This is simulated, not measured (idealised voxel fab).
process module | voxel self aligned vias
cross-section cut | 220 nm wide | cells 5 nm
A cross-section is a grid of square cells, given in bands from the top down. A band is one or more rows of cells.
Each band's line starts with the height of the band's top and of its bottom, in nm. Then come its materials from left to right, each with its width in nm. One material with "throughout" fills the band from edge to edge. "air" is empty space.
Height 0 is the level under which the wafer as received is all one material. The lowest band goes on downwards, as in "0 down".
A width such as "30 to 40" changes by the same amount from each row of cells to the next, from the band's top row to its bottom row.
"no change" after a step means that no cell of the cross-section changed.
closed voids: empty space of 8 cells or more with no open way to the top, each as width x height at its distance from the left edge, in nm
after a step's settings: what the simulator itself notes on the step
overlay nm, on a step with a mask: how far to the right of its planned place the mask lay; to the left if negative
Each pair below shows a cross-section before one step and the cross-section after it, down to the lowest band that changed. The line under each pair gives the step between them, with its settings. The pairs can come from different runs of this module on the same starting wafer, so a pair continues from the pair above only where its "before" says so.
before
  0 down: Si throughout
  closed voids: none
after
  10 to 0: SiO2 throughout
  below 0: unchanged
  closed voids: none
the step between: op CONFORMAL_DEP | material SiO2 | thk nm 10
before: the cross-section after the pair above
after
  15 to 10: SiCN throughout
  below 10: unchanged
  closed voids: none
the step between: op CONFORMAL_DEP | material SiCN | thk nm 5
before: the cross-section after the pair above
after
  35 to 15: SiO2 throughout
  below 15: unchanged
  closed voids: none
the step between: op DIRECTIONAL_DEP | material SiO2 | thk nm 20
before: the cross-section after the pair above
after
  35 to 15: SiO2 65 | air 25 | SiO2 40 | air 25 | SiO2 65
  below 15: unchanged
  closed voids: none
the step between: op MASKED_ETCH | tone open | mask id LINES | width nm 25 | pitch nm 65 | etch materials SiO2 | depth nm 20 | overlay nm 0
before: the cross-section after the pair above
after
  40 to 35: TiN 70 | air 15 | TiN 50 | air 15 | TiN 70
  35 to 20: SiO2 65 | TiN 5 | air 15 | TiN 5 | SiO2 40 | TiN 5 | air 15 | TiN 5 | SiO2 65
  20 to 15: SiO2 65 | TiN 25 | SiO2 40 | TiN 25 | SiO2 65
  below 15: unchanged
  closed voids: none
the step between: op CONFORMAL_DEP | material TiN | thk nm 5
before: the cross-section after the pair above
after
  50 to 40: W throughout
  40 to 35: TiN 70 | W 15 | TiN 50 | W 15 | TiN 70
  35 to 20: SiO2 65 | TiN 5 | W 15 | TiN 5 | SiO2 40 | TiN 5 | W 15 | TiN 5 | SiO2 65
  below 20: unchanged
  closed voids: none
the step between: op FILL_DEP | material W | thk nm 10
before: the cross-section after the pair above
after
  35 to 20: SiO2 65 | TiN 5 | W 15 | TiN 5 | SiO2 40 | TiN 5 | W 15 | TiN 5 | SiO2 65
  below 20: unchanged
  closed voids: none
the step between: op CMP | height nm 35
before: the cross-section after the pair above
after
  35 to 30: SiO2 65 | air 25 | SiO2 40 | air 25 | SiO2 65
  below 30: unchanged
  closed voids: none
the step between: op SELECTIVE_ETCH | etch materials W Ru TiN | depth nm 5
before: the cross-section after the pair above
after
  40 to 35: SiN throughout
  35 to 30: SiO2 65 | SiN 25 | SiO2 40 | SiN 25 | SiO2 65
  below 30: unchanged
  closed voids: none
the step between: op FILL_DEP | material SiN | thk nm 5
before: the cross-section after the pair above
after
  35 to 30: SiO2 65 | SiN 25 | SiO2 40 | SiN 25 | SiO2 65
  below 30: unchanged
  closed voids: none
the step between: op CMP | height nm 35
before: the cross-section after the pair above
after
  50 to 35: SiO2 throughout
  below 35: unchanged
  closed voids: none
the step between: op DIRECTIONAL_DEP | material SiO2 | thk nm 15
before: the cross-section after the pair above
after
  50 to 35: SiO2 60 | air 35 | SiO2 125
  below 35: unchanged
  closed voids: none
the step between: op MASKED_ETCH | tone open | mask id VIAS | width nm 35 | etch materials SiO2 | depth nm 15 | overlay nm 0
before: the cross-section after the pair above
after
  50 to 35: SiO2 60 | air 35 | SiO2 125
  35 to 30: SiO2 65 | air 25 | SiO2 40 | SiN 25 | SiO2 65
  below 30: unchanged
  closed voids: none
the step between: op MASKED_ETCH | tone open | mask id VIAS | width nm 35 | etch materials SiN | depth nm 5 | overlay nm 0
before: the cross-section after the pair above
after
  55 to 50: TiN 65 | air 25 | TiN 130
  50 to 40: SiO2 60 | TiN 5 | air 25 | TiN 5 | SiO2 125
  40 to 35: SiO2 60 | TiN 10 | air 15 | TiN 10 | SiO2 125
  35 to 30: SiO2 65 | TiN 25 | SiO2 40 | SiN 25 | SiO2 65
  below 30: unchanged
  closed voids: none
the step between: op CONFORMAL_DEP | material TiN | thk nm 5
before: the cross-section after the pair above
after
  60 to 55: Cu throughout
  55 to 50: TiN 65 | Cu 25 | TiN 130
  50 to 40: SiO2 60 | TiN 5 | Cu 25 | TiN 5 | SiO2 125
  40 to 35: SiO2 60 | TiN 10 | Cu 15 | TiN 10 | SiO2 125
  below 35: unchanged
  closed voids: none
the step between: op FILL_DEP | material Cu | thk nm 5
before: the cross-section after the pair above
after
  50 to 40: SiO2 60 | TiN 5 | Cu 25 | TiN 5 | SiO2 125
  below 40: unchanged
  closed voids: none
the step between: op CMP | height nm 50
before: the cross-section after the pair above
after
  55 to 50: SiCN throughout
  below 50: unchanged
  closed voids: none
the step between: op CONFORMAL_DEP | material SiCN | thk nm 5
before
  0 down: Si throughout
  closed voids: none
after
  5 to 0: SiCN throughout
  below 0: unchanged
  closed voids: none
the step between: op CONFORMAL_DEP | material SiCN | thk nm 5
before: the cross-section after the pair above
after
  25 to 5: SiO2 throughout
  below 5: unchanged
  closed voids: none
the step between: op DIRECTIONAL_DEP | material SiO2 | thk nm 20
before: the cross-section after the pair above
after
  25 to 5: SiO2 65 | air 25 | SiO2 40 | air 25 | SiO2 65
  below 5: unchanged
  closed voids: none
the step between: op MASKED_ETCH | tone open | mask id LINES | width nm 25 | pitch nm 65 | etch materials SiO2 | depth nm 20 | overlay nm 0
before: the cross-section after the pair above
after
  30 to 25: TiN 70 | air 15 | TiN 50 | air 15 | TiN 70
  25 to 10: SiO2 65 | TiN 5 | air 15 | TiN 5 | SiO2 40 | TiN 5 | air 15 | TiN 5 | SiO2 65
  10 to 5: SiO2 65 | TiN 25 | SiO2 40 | TiN 25 | SiO2 65
  below 5: unchanged
  closed voids: none
the step between: op CONFORMAL_DEP | material TiN | thk nm 5
before: the cross-section after the pair above
after
  40 to 30: W throughout
  30 to 25: TiN 70 | W 15 | TiN 50 | W 15 | TiN 70
  25 to 10: SiO2 65 | TiN 5 | W 15 | TiN 5 | SiO2 40 | TiN 5 | W 15 | TiN 5 | SiO2 65
  below 10: unchanged
  closed voids: none
the step between: op FILL_DEP | material W | thk nm 10
before: the cross-section after the pair above
after
  35 to 30: W throughout
  below 30: unchanged
  closed voids: none
the step between: op CMP | height nm 35
before: the cross-section after the pair above
after
  30 to 25: TiN 70 | W 15 | TiN 50 | W 15 | TiN 70
  below 25: unchanged
  closed voids: none
the step between: op SELECTIVE_ETCH | etch materials W Ru TiN | depth nm 5
before: the cross-section after the pair above
after
  35 to 30: SiN throughout
  below 30: unchanged
  closed voids: none
the step between: op FILL_DEP | material SiN | thk nm 5
before: the cross-section after the pair above
after
  50 to 35: SiO2 throughout
  below 35: unchanged
  closed voids: none
the step between: op DIRECTIONAL_DEP | material SiO2 | thk nm 15
before: the cross-section after the pair above
after
  50 to 35: SiO2 60 | air 35 | SiO2 125
  below 35: unchanged
  closed voids: none
the step between: op MASKED_ETCH | tone open | mask id VIAS | width nm 35 | etch materials SiO2 | depth nm 15 | overlay nm 0
before: the cross-section after the pair above
after
  50 to 35: SiO2 60 | air 35 | SiO2 125
  35 to 30: SiN 60 | air 35 | SiN 125
  below 30: unchanged
  closed voids: none
the step between: op MASKED_ETCH | tone open | mask id VIAS | width nm 35 | etch materials SiN | depth nm 5 | overlay nm 0
before: the cross-section after the pair above
after
  55 to 50: TiN 65 | air 25 | TiN 130
  50 to 35: SiO2 60 | TiN 5 | air 25 | TiN 5 | SiO2 125
  35 to 30: SiN 60 | TiN 35 | SiN 125
  below 30: unchanged
  closed voids: none
the step between: op CONFORMAL_DEP | material TiN | thk nm 5
before: the cross-section after the pair above
after
  60 to 55: Cu throughout
  55 to 50: TiN 65 | Cu 25 | TiN 130
  50 to 35: SiO2 60 | TiN 5 | Cu 25 | TiN 5 | SiO2 125
  below 35: unchanged
  closed voids: none
the step between: op FILL_DEP | material Cu | thk nm 5
before: the cross-section after the pair above
after
  50 to 35: SiO2 60 | TiN 5 | Cu 25 | TiN 5 | SiO2 125
  below 35: unchanged
  closed voids: none
the step between: op CMP | height nm 50
before: the cross-section after the pair above
after
  55 to 50: SiCN throughout
  below 50: unchanged
  closed voids: none
the step between: op CONFORMAL_DEP | material SiCN | thk nm 5
before
  50 to 35: SiO2 60 | air 35 | SiO2 125
  35 to 30: SiO2 65 | SiN 25 | SiO2 40 | SiN 25 | SiO2 65
  30 to 20: SiO2 65 | TiN 5 | W 15 | TiN 5 | SiO2 40 | TiN 5 | W 15 | TiN 5 | SiO2 65
  20 to 15: SiO2 65 | TiN 25 | SiO2 40 | TiN 25 | SiO2 65
  15 to 10: SiCN throughout
  10 to 0: SiO2 throughout
  0 down: Si throughout
  closed voids: none
after
  50 to 35: SiO2 60 | air 35 | SiO2 125
  35 to 30: SiO2 60 | air 5 | SiN 25 | air 5 | SiO2 35 | SiN 25 | SiO2 65
  30 to 20: SiO2 60 | air 5 | TiN 5 | W 15 | TiN 5 | air 5 | SiO2 35 | TiN 5 | W 15 | TiN 5 | SiO2 65
  below 20: unchanged
  closed voids: none
the step between: op MASKED_ETCH | tone open | mask id VIAS | width nm 35 | etch materials SiO2 | depth nm 15 | overlay nm 0
before: the cross-section after the pair above
after
  50 to 35: SiO2 60 | air 35 | SiO2 125
  35 to 30: SiO2 60 | air 35 | SiO2 35 | SiN 25 | SiO2 65
  below 30: unchanged
  closed voids: none
the step between: op MASKED_ETCH | tone open | mask id VIAS | width nm 35 | etch materials SiN | depth nm 5 | overlay nm 0
before: the cross-section after the pair above
after
  55 to 50: TiN 65 | air 25 | TiN 130
  50 to 35: SiO2 60 | TiN 5 | air 25 | TiN 5 | SiO2 125
  35 to 30: SiO2 60 | TiN 35 | SiO2 35 | SiN 25 | SiO2 65
  30 to 20: SiO2 60 | TiN 10 | W 15 | TiN 10 | SiO2 35 | TiN 5 | W 15 | TiN 5 | SiO2 65
  below 20: unchanged
  closed voids: none
the step between: op CONFORMAL_DEP | material TiN | thk nm 5
before: the cross-section after the pair above
after
  60 to 55: Cu throughout
  55 to 50: TiN 65 | Cu 25 | TiN 130
  50 to 35: SiO2 60 | TiN 5 | Cu 25 | TiN 5 | SiO2 125
  below 35: unchanged
  closed voids: none
the step between: op FILL_DEP | material Cu | thk nm 5
before: the cross-section after the pair above
after
  50 to 35: SiO2 60 | TiN 5 | Cu 25 | TiN 5 | SiO2 125
  below 35: unchanged
  closed voids: none
the step between: op CMP | height nm 50
before: the cross-section after the pair above
after
  55 to 50: SiCN throughout
  below 50: unchanged
  closed voids: none
the step between: op CONFORMAL_DEP | material SiCN | thk nm 5
before
  10 to 0: SiO2 throughout
  0 down: Si throughout
  closed voids: none
after
  30 to 0: SiO2 throughout
  below 0: unchanged
  closed voids: none
the step between: op DIRECTIONAL_DEP | material SiO2 | thk nm 20
before: the cross-section after the pair above
after
  35 to 30: SiCN throughout
  below 30: unchanged
  closed voids: none
the step between: op CONFORMAL_DEP | material SiCN | thk nm 5
before: the cross-section after the pair above
after
  40 to 35: TiN throughout
  below 35: unchanged
  closed voids: none
the step between: op CONFORMAL_DEP | material TiN | thk nm 5
before: the cross-section after the pair above
after
  50 to 40: W throughout
  below 40: unchanged
  closed voids: none
the step between: op FILL_DEP | material W | thk nm 10
before: the cross-section after the pair above
after
  35 to 30: SiCN throughout
  below 30: unchanged
  closed voids: none
the step between: op CMP | height nm 35
before: the cross-section after the pair above
after
  40 to 35: SiN throughout
  below 35: unchanged
  closed voids: none
the step between: op FILL_DEP | material SiN | thk nm 5
before: the cross-section after the pair above
after
  35 to 30: SiCN throughout
  below 30: unchanged
  closed voids: none
the step between: op CMP | height nm 35
before: the cross-section after the pair above
after
  50 to 35: SiO2 throughout
  below 35: unchanged
  closed voids: none
the step between: op DIRECTIONAL_DEP | material SiO2 | thk nm 15
before: the cross-section after the pair above
after
  50 to 35: SiO2 60 | air 35 | SiO2 125
  below 35: unchanged
  closed voids: none
the step between: op MASKED_ETCH | tone open | mask id VIAS | width nm 35 | etch materials SiO2 | depth nm 15 | overlay nm 0
before: the cross-section after the pair above
after
  55 to 50: TiN 65 | air 25 | TiN 130
  50 to 40: SiO2 60 | TiN 5 | air 25 | TiN 5 | SiO2 125
  40 to 35: SiO2 60 | TiN 35 | SiO2 125
  below 35: unchanged
  closed voids: none
the step between: op CONFORMAL_DEP | material TiN | thk nm 5
before: the cross-section after the pair above
after
  60 to 55: Cu throughout
  55 to 50: TiN 65 | Cu 25 | TiN 130
  50 to 40: SiO2 60 | TiN 5 | Cu 25 | TiN 5 | SiO2 125
  below 40: unchanged
  closed voids: none
the step between: op FILL_DEP | material Cu | thk nm 5
before: the cross-section after the pair above
after
  50 to 40: SiO2 60 | TiN 5 | Cu 25 | TiN 5 | SiO2 125
  below 40: unchanged
  closed voids: none
the step between: op CMP | height nm 50
before: the cross-section after the pair above
after
  55 to 50: SiCN throughout
  below 50: unchanged
  closed voids: none
the step between: op CONFORMAL_DEP | material SiCN | thk nm 5
before
  35 to 30: SiO2 65 | SiN 25 | SiO2 40 | SiN 25 | SiO2 65
  30 to 20: SiO2 65 | TiN 5 | W 15 | TiN 5 | SiO2 40 | TiN 5 | W 15 | TiN 5 | SiO2 65
  20 to 15: SiO2 65 | TiN 25 | SiO2 40 | TiN 25 | SiO2 65
  15 to 10: SiCN throughout
  10 to 0: SiO2 throughout
  0 down: Si throughout
  closed voids: none
after
  45 to 35: SiO2 throughout
  below 35: unchanged
  closed voids: none
the step between: op DIRECTIONAL_DEP | material SiO2 | thk nm 10
before: the cross-section after the pair above
after
  45 to 35: SiO2 60 | air 35 | SiO2 125
  35 to 30: SiO2 60 | air 5 | SiN 25 | air 5 | SiO2 35 | SiN 25 | SiO2 65
  below 30: unchanged
  closed voids: none
the step between: op MASKED_ETCH | tone open | mask id VIAS | width nm 35 | etch materials SiO2 | depth nm 15 | overlay nm 0
before: the cross-section after the pair above
after
  45 to 35: SiO2 60 | air 35 | SiO2 125
  35 to 30: SiO2 60 | air 35 | SiO2 35 | SiN 25 | SiO2 65
  below 30: unchanged
  closed voids: none
the step between: op MASKED_ETCH | tone open | mask id VIAS | width nm 35 | etch materials SiN | depth nm 5 | overlay nm 0
before: the cross-section after the pair above
after
  50 to 45: TiN 65 | air 25 | TiN 130
  45 to 35: SiO2 60 | TiN 5 | air 25 | TiN 5 | SiO2 125
  35 to 30: SiO2 60 | TiN 35 | SiO2 35 | SiN 25 | SiO2 65
  below 30: unchanged
  closed voids: none
the step between: op CONFORMAL_DEP | material TiN | thk nm 5
before: the cross-section after the pair above
after
  55 to 50: Cu throughout
  50 to 45: TiN 65 | Cu 25 | TiN 130
  45 to 35: SiO2 60 | TiN 5 | Cu 25 | TiN 5 | SiO2 125
  below 35: unchanged
  closed voids: none
the step between: op FILL_DEP | material Cu | thk nm 5
before: the cross-section after the pair above
after
  50 to 45: TiN 65 | Cu 25 | TiN 130
  below 45: unchanged
  closed voids: none
the step between: op CMP | height nm 50
before: the cross-section after the pair above
after
  55 to 50: SiCN throughout
  below 50: unchanged
  closed voids: none
the step between: op CONFORMAL_DEP | material SiCN | thk nm 5
before
  50 to 35: SiO2 throughout
  35 to 30: SiO2 65 | SiN 25 | SiO2 40 | SiN 25 | SiO2 65
  30 to 20: SiO2 65 | TiN 5 | W 15 | TiN 5 | SiO2 40 | TiN 5 | W 15 | TiN 5 | SiO2 65
  20 to 15: SiO2 65 | TiN 25 | SiO2 40 | TiN 25 | SiO2 65
  15 to 10: SiCN throughout
  10 to 0: SiO2 throughout
  0 down: Si throughout
  closed voids: none
after
  50 to 35: SiO2 60 | air 40 | SiO2 120
  below 35: unchanged
  closed voids: none
the step between: op MASKED_ETCH | tone open | mask id VIAS | width nm 40 | etch materials SiO2 | depth nm 15 | overlay nm 0
before: the cross-section after the pair above
after
  50 to 35: SiO2 60 | air 40 | SiO2 120
  35 to 30: SiO2 65 | air 25 | SiO2 40 | SiN 25 | SiO2 65
  below 30: unchanged
  closed voids: none
the step between: op MASKED_ETCH | tone open | mask id VIAS | width nm 35 | etch materials SiN | depth nm 5 | overlay nm 0
before: the cross-section after the pair above
after
  55 to 50: TiN 65 | air 30 | TiN 125
  50 to 40: SiO2 60 | TiN 5 | air 30 | TiN 5 | SiO2 120
  40 to 35: SiO2 60 | TiN 10 | air 15 | TiN 15 | SiO2 120
  35 to 30: SiO2 65 | TiN 25 | SiO2 40 | SiN 25 | SiO2 65
  below 30: unchanged
  closed voids: none
the step between: op CONFORMAL_DEP | material TiN | thk nm 5
before: the cross-section after the pair above
after
  60 to 55: Cu throughout
  55 to 50: TiN 65 | Cu 30 | TiN 125
  50 to 40: SiO2 60 | TiN 5 | Cu 30 | TiN 5 | SiO2 120
  40 to 35: SiO2 60 | TiN 10 | Cu 15 | TiN 15 | SiO2 120
  below 35: unchanged
  closed voids: none
the step between: op FILL_DEP | material Cu | thk nm 5
before: the cross-section after the pair above
after
  50 to 40: SiO2 60 | TiN 5 | Cu 30 | TiN 5 | SiO2 120
  below 40: unchanged
  closed voids: none
the step between: op CMP | height nm 50
before: the cross-section after the pair above
after
  55 to 50: SiCN throughout
  below 50: unchanged
  closed voids: none
the step between: op CONFORMAL_DEP | material SiCN | thk nm 5
before
  50 to 35: SiO2 throughout
  35 to 30: SiO2 65 | SiN 25 | SiO2 40 | SiN 25 | SiO2 65
  30 to 20: SiO2 65 | TiN 5 | W 15 | TiN 5 | SiO2 40 | TiN 5 | W 15 | TiN 5 | SiO2 65
  20 to 15: SiO2 65 | TiN 25 | SiO2 40 | TiN 25 | SiO2 65
  15 to 10: SiCN throughout
  10 to 0: SiO2 throughout
  0 down: Si throughout
  closed voids: none
after
  50 to 35: SiO2 50 | air 35 | SiO2 135
  below 35: unchanged
  closed voids: none
the step between: op MASKED_ETCH | tone open | mask id VIAS | width nm 35 | etch materials SiO2 | depth nm 15 | overlay nm -10
before: the cross-section after the pair above
after
  50 to 35: SiO2 50 | air 35 | SiO2 135
  35 to 30: SiO2 65 | air 20 | SiN 5 | SiO2 40 | SiN 25 | SiO2 65
  below 30: unchanged
  closed voids: none
the step between: op MASKED_ETCH | tone open | mask id VIAS | width nm 35 | etch materials SiN | depth nm 5 | overlay nm 0
before: the cross-section after the pair above
after
  55 to 50: TiN 55 | air 25 | TiN 140
  50 to 40: SiO2 50 | TiN 5 | air 25 | TiN 5 | SiO2 135
  40 to 35: SiO2 50 | TiN 20 | air 10 | TiN 5 | SiO2 135
  35 to 30: SiO2 65 | TiN 20 | SiN 5 | SiO2 40 | SiN 25 | SiO2 65
  below 30: unchanged
  closed voids: none
the step between: op CONFORMAL_DEP | material TiN | thk nm 5
before: the cross-section after the pair above
after
  60 to 55: Cu throughout
  55 to 50: TiN 55 | Cu 25 | TiN 140
  50 to 40: SiO2 50 | TiN 5 | Cu 25 | TiN 5 | SiO2 135
  40 to 35: SiO2 50 | TiN 20 | Cu 10 | TiN 5 | SiO2 135
  below 35: unchanged
  closed voids: none
the step between: op FILL_DEP | material Cu | thk nm 5
before: the cross-section after the pair above
after
  50 to 40: SiO2 50 | TiN 5 | Cu 25 | TiN 5 | SiO2 135
  below 40: unchanged
  closed voids: none
the step between: op CMP | height nm 50
before: the cross-section after the pair above
after
  55 to 50: SiCN throughout
  below 50: unchanged
  closed voids: none
the step between: op CONFORMAL_DEP | material SiCN | thk nm 5
before
  50 to 40: SiO2 60 | TiN 5 | Cu 25 | TiN 5 | SiO2 125
  40 to 35: SiO2 60 | TiN 10 | Cu 15 | TiN 10 | SiO2 125
  35 to 30: SiO2 65 | TiN 25 | SiO2 40 | SiN 25 | SiO2 65
  30 to 20: SiO2 65 | TiN 5 | W 15 | TiN 5 | SiO2 40 | TiN 5 | W 15 | TiN 5 | SiO2 65
  20 to 15: SiO2 65 | TiN 25 | SiO2 40 | TiN 25 | SiO2 65
  15 to 10: SiCN throughout
  10 to 0: SiO2 throughout
  0 down: Si throughout
  closed voids: none
after
  55 to 50: TiN throughout
  below 50: unchanged
  closed voids: none
the step between: op CONFORMAL_DEP | material TiN | thk nm 5
before
  35 to 15: SiO2 throughout
  15 to 10: SiCN throughout
  10 to 0: SiO2 throughout
  0 down: Si throughout
  closed voids: none
after
  35 to 15: air 65 | SiO2 25 | air 40 | SiO2 25 | air 65
  below 15: unchanged
  closed voids: none
the step between: op MASKED_ETCH | tone cover | mask id LINES | width nm 25 | pitch nm 65 | etch materials SiO2 | depth nm 20 | overlay nm 0
before: the cross-section after the pair above
after
  40 to 35: air 60 | TiN 35 | air 30 | TiN 35 | air 60
  35 to 20: air 60 | TiN 5 | SiO2 25 | TiN 5 | air 30 | TiN 5 | SiO2 25 | TiN 5 | air 60
  20 to 15: TiN 65 | SiO2 25 | TiN 40 | SiO2 25 | TiN 65
  below 15: unchanged
  closed voids: none
the step between: op CONFORMAL_DEP | material TiN | thk nm 5
before: the cross-section after the pair above
after
  50 to 40: W throughout
  40 to 35: W 60 | TiN 35 | W 30 | TiN 35 | W 60
  35 to 20: W 60 | TiN 5 | SiO2 25 | TiN 5 | W 30 | TiN 5 | SiO2 25 | TiN 5 | W 60
  below 20: unchanged
  closed voids: none
the step between: op FILL_DEP | material W | thk nm 10
before: the cross-section after the pair above
after
  35 to 20: W 60 | TiN 5 | SiO2 25 | TiN 5 | W 30 | TiN 5 | SiO2 25 | TiN 5 | W 60
  below 20: unchanged
  closed voids: none
the step between: op CMP | height nm 35
before: the cross-section after the pair above
after
  35 to 30: air 65 | SiO2 25 | air 40 | SiO2 25 | air 65
  below 30: unchanged
  closed voids: none
the step between: op SELECTIVE_ETCH | etch materials W Ru TiN | depth nm 5
before: the cross-section after the pair above
after
  40 to 35: SiN throughout
  35 to 30: SiN 65 | SiO2 25 | SiN 40 | SiO2 25 | SiN 65
  below 30: unchanged
  closed voids: none
the step between: op FILL_DEP | material SiN | thk nm 5
before: the cross-section after the pair above
after
  35 to 30: SiN 65 | SiO2 25 | SiN 40 | SiO2 25 | SiN 65
  below 30: unchanged
  closed voids: none
the step between: op CMP | height nm 35
before: the cross-section after the pair above
after
  50 to 35: SiO2 throughout
  below 35: unchanged
  closed voids: none
the step between: op DIRECTIONAL_DEP | material SiO2 | thk nm 15
before: the cross-section after the pair above
after
  50 to 35: SiO2 60 | air 35 | SiO2 125
  below 35: unchanged
  closed voids: none
the step between: op MASKED_ETCH | tone open | mask id VIAS | width nm 35 | etch materials SiO2 | depth nm 15 | overlay nm 0
before: the cross-section after the pair above
after
  50 to 35: SiO2 60 | air 35 | SiO2 125
  35 to 30: SiN 60 | air 5 | SiO2 25 | air 5 | SiN 35 | SiO2 25 | SiN 65
  below 30: unchanged
  closed voids: none
the step between: op MASKED_ETCH | tone open | mask id VIAS | width nm 35 | etch materials SiN | depth nm 5 | overlay nm 0
before: the cross-section after the pair above
after
  55 to 50: TiN 65 | air 25 | TiN 130
  50 to 40: SiO2 60 | TiN 5 | air 25 | TiN 5 | SiO2 125
  40 to 35: SiO2 60 | TiN 35 | SiO2 125
  35 to 30: SiN 60 | TiN 5 | SiO2 25 | TiN 5 | SiN 35 | SiO2 25 | SiN 65
  below 30: unchanged
  closed voids: none
the step between: op CONFORMAL_DEP | material TiN | thk nm 5
before: the cross-section after the pair above
after
  60 to 55: Cu throughout
  55 to 50: TiN 65 | Cu 25 | TiN 130
  50 to 40: SiO2 60 | TiN 5 | Cu 25 | TiN 5 | SiO2 125
  below 40: unchanged
  closed voids: none
the step between: op FILL_DEP | material Cu | thk nm 5
before: the cross-section after the pair above
after
  50 to 40: SiO2 60 | TiN 5 | Cu 25 | TiN 5 | SiO2 125
  below 40: unchanged
  closed voids: none
the step between: op CMP | height nm 50
before: the cross-section after the pair above
after
  55 to 50: SiCN throughout
  below 50: unchanged
  closed voids: none
the step between: op CONFORMAL_DEP | material SiCN | thk nm 5
